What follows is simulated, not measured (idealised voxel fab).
process module | voxel ribs on slabs
cross-section cut | 240 nm wide | cells 5 nm
A cross-section is a grid of square cells, given in bands from the top down. A band is one or more rows of cells.
Each band's line starts with the height of the band's top and of its bottom, in nm. Then come its materials from left to right, each with its width in nm. One material with "throughout" fills the band from edge to edge. "air" is empty space.
Height 0 is the level under which the wafer as received is all one material. The lowest band goes on downwards, as in "0 down".
A width such as "30 to 40" changes by the same amount from each row of cells to the next, from the band's top row to its bottom row.
"no change" after a step means that no cell of the cross-section changed.
closed voids: empty space of 8 cells or more with no open way to the top, each as width x height at its distance from the left edge, in nm
after a step's settings: what the simulator itself notes on the step
overlay nm, on a step with a mask: how far to the right of its planned place the mask lay; to the left if negative
plan
1 op RECEIVE | material Si
2 op DIRECTIONAL_DEP | material SiO2 | thk nm 25
3 op DIRECTIONAL_DEP | material polySi | thk nm 20
4 op PATTERN | tone cover | mask id RIB | material resist | width nm 30 | thk nm 20 | overlay nm 0
5 op DIRECTIONAL_ETCH | etch materials polySi | depth nm 5
6 op STRIP | etch materials resist
7 op DIRECTIONAL_DEP | material aC | thk nm 15
8 op PATTERN | tone cover | mask id SLAB | material resist | width nm 60 | thk nm 35 | overlay nm 0
9 op DIRECTIONAL_ETCH | etch materials aC | depth nm 15
10 op STRIP | etch materials resist
11 op DIRECTIONAL_ETCH | etch materials polySi | depth nm 15
12 op STRIP | etch materials aC
13 op FILL_DEP | material SiO2 | thk nm 30
14 op CMP | height nm 65
15 op DIRECTIONAL_DEP | material TiN | thk nm 5
16 op MASKED_ETCH | tone cover | mask id HEATER | width nm 40 | etch materials TiN | depth nm 5 | overlay nm 0
17 op CONFORMAL_DEP | material SiN | thk nm 5
as received, after step 1
  0 down: Si throughout
  closed voids: none
a wafer at the end: this start, this plan, one mistake
  75 to 70: air 95 | SiN 50 | air 95
  70 to 65: SiN 100 | TiN 40 | SiN 100
  65 to 40: SiO2 throughout
  40 to 30: SiO2 90 | polySi 15 | SiO2 30 | polySi 15 | SiO2 90
  30 to 25: SiO2 90 | polySi 60 | SiO2 90
  25 to 0: SiO2 throughout
  0 down: Si throughout
  closed voids: none
what went wrong: steps 6 and 7 were swapped
